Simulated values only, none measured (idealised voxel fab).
This section sets out a process module, namely voxel capacitor over wiring.
Square cells of 5 nm make up the cross-section cut, whose width is 240 nm.
Cross-section = grid of square cells, listed top down in bands; band = one or more rows. Per band: top height and bottom height in nm, followed by the left-to-right materials and their widths in nm; "edge to edge" marks a single material spanning edge to edge, "air" marks empty space. Heads up on the height convention: 0 is the point under which the incoming wafer is all one material, and the lowest band has no bottom, it just keeps going down, like "z 0 and below". The notation "30..40" denotes a width that varies across the rows of cells in the band, beginning at the first number in the top row, finishing at the second number in the bottom row, and changing by an identical amount from each row to the next. For the purposes of this document, the phrase "everything unchanged" attached to a step denotes that no cell within the cross-section was modified by that step. Heads up: "Closed void register" only lists the empty pockets with no open path to the top that are 8 cells or more, and it writes them as width x height at distance, distance from the left edge, in nm. Past the settings on a step's line: simulator remark, on that step. What "overlay nm" on a step's line means: if the step has a mask, that mask lay this far to the right of its planned place, or, when the value is negative, to the left.
**Listed below are the process steps as planned**
- 1: RECEIVE: material Si
- 2: CONFORMAL_DEP: material SiO2, thk nm 15
- 3: DIRECTIONAL_DEP: material TiN, thk nm 5
- 4: DIRECTIONAL_DEP: material W, thk nm 15
- 5: MASKED_ETCH: tone cover, mask id METAL_1, width nm 30, pitch nm 90, etch materials W, depth nm 15, overlay nm 0
- 6: MASKED_ETCH: tone cover, mask id METAL_1, width nm 30, pitch nm 90, etch materials TiN, depth nm 5, overlay nm 0
- 7: FILL_DEP: material SiO2, thk nm 5
- 8: CMP: height nm 35
- 9: CONFORMAL_DEP: material SiCN, thk nm 5
- 10: DIRECTIONAL_DEP: material SiO2, thk nm 20
- 11: DIRECTIONAL_DEP: material aC, thk nm 10
- 12: PATTERN: tone open, mask id PLUG_1, material resist, width nm 15, thk nm 30, overlay nm 0
- 13: DIRECTIONAL_ETCH: etch materials aC, depth nm 10
- 14: STRIP: etch materials resist
- 15: DIRECTIONAL_ETCH: etch materials SiO2, depth nm 20
- 16: DIRECTIONAL_ETCH: etch materials SiCN, depth nm 5
- 17: STRIP: etch materials aC
- 18: EPI: material Ru, thk nm 10
- 19: EPI: material Ru, thk nm 10
- 20: EPI: material Ru, thk nm 5
- 21: DIRECTIONAL_DEP: material TiN, thk nm 5
- 22: DIRECTIONAL_DEP: material SiN, thk nm 5
- 23: DIRECTIONAL_DEP: material TiN, thk nm 5
- 24: MASKED_ETCH: tone cover, mask id UPPER_PLATE, width nm 55, etch materials TiN, depth nm 5, overlay nm 0
- 25: MASKED_ETCH: tone cover, mask id UPPER_PLATE, width nm 65, etch materials SiN, depth nm 5, overlay nm 0
- 26: MASKED_ETCH: tone cover, mask id LOWER_PLATE, width nm 75, etch materials TiN, depth nm 5, overlay nm 0
- 27: FILL_DEP: material SiO2, thk nm 20
- 28: CMP: height nm 90
- 29: DIRECTIONAL_DEP: material aC, thk nm 10
- 30: PATTERN: tone open, mask id PLUG_2, material resist, width nm 15, thk nm 30, overlay nm 0
- 31: DIRECTIONAL_ETCH: etch materials aC, depth nm 10
- 32: STRIP: etch materials resist
- 33: DIRECTIONAL_ETCH: etch materials SiO2, depth nm 15
- 34: STRIP: etch materials aC
- 35: CONFORMAL_DEP: material TiN, thk nm 5
- 36: FILL_DEP: material W, thk nm 5
- 37: CMP: height nm 90
- 38: CONFORMAL_DEP: material SiCN, thk nm 5
Wafer-to-wafer difference: width nm, step 24. Common start. Plan = first wafer's value.
**Step 1 complete: as-received cross-section of the first of several wafers**
z 0 and below | Si edge to edge
Closed void register: none
**Cross-sectional representation of the first of several wafers at the end of the module, i.e. after its terminal step, step 38**
z 95 to 90 | SiCN edge to edge
z 90 to 80 | 85 of SiO2, 5 of TiN, 5 of W, 5 of TiN, 140 of SiO2
z 80 to 70 | 85..80 of SiO2, 15..55 of TiN, 140..105 of SiO2
z 70 to 65 | 75 of SiO2, 65 of SiN, 100 of SiO2
z 65 to 60 | 70 of SiO2, 75 of TiN, 95 of SiO2
z 60 to 40 | 75 of SiO2, 15 of Ru, 150 of SiO2
z 40 to 35 | 75 of SiCN, 15 of Ru, 150 of SiCN
z 35 to 20 | 60 of SiO2, 30 of W, 60 of SiO2, 30 of W, 60 of SiO2
z 20 to 15 | 60 of SiO2, 30 of TiN, 60 of SiO2, 30 of TiN, 60 of SiO2
z 15 to 0 | SiO2 edge to edge
z 0 and below | Si edge to edge
Closed void register: none
**Cross-section, module end, final of several wafers**
z 95 to 90 | SiCN edge to edge
z 90 to 80 | 85 of SiO2, 5 of TiN, 5 of W, 5 of TiN, 140 of SiO2
z 80 to 70 | 85..70 of SiO2, 15..75 of TiN, 140..95 of SiO2
z 70 to 65 | 70 of SiO2, 80 of SiN, 90 of SiO2
z 65 to 60 | 70 of SiO2, 80 of TiN, 90 of SiO2
z 60 to 40 | 75 of SiO2, 15 of Ru, 150 of SiO2
z 40 to 35 | 75 of SiCN, 15 of Ru, 150 of SiCN
z 35 to 20 | 60 of SiO2, 30 of W, 60 of SiO2, 30 of W, 60 of SiO2
z 20 to 15 | 60 of SiO2, 30 of TiN, 60 of SiO2, 30 of TiN, 60 of SiO2
z 15 to 0 | SiO2 edge to edge
z 0 and below | Si edge to edge
Closed void register: none
**Here is how to read the rows: every wafer has a row, and it shows the wafer at the end of the module, giving for each material how many cells were gained (+) or lost (-) since the wafer was received, then listing its closed voids**
width nm 55 | +15 Ru | +93 SiCN | +13 SiN | +708 SiO2 | +45 TiN | +38 W | Closed void register: none
width nm 60 | +15 Ru | +93 SiCN | +13 SiN | +707 SiO2 | +46 TiN | +38 W | Closed void register: none
width nm 65 | +15 Ru | +93 SiCN | +13 SiN | +706 SiO2 | +47 TiN | +38 W | Closed void register: none
width nm 70 | +15 Ru | +93 SiCN | +14 SiN | +704 SiO2 | +48 TiN | +38 W | Closed void register: none
width nm 75 | +15 Ru | +93 SiCN | +15 SiN | +702 SiO2 | +49 TiN | +38 W | Closed void register: none
width nm 80 | +15 Ru | +93 SiCN | +16 SiN | +700 SiO2 | +50 TiN | +38 W | Closed void register: none
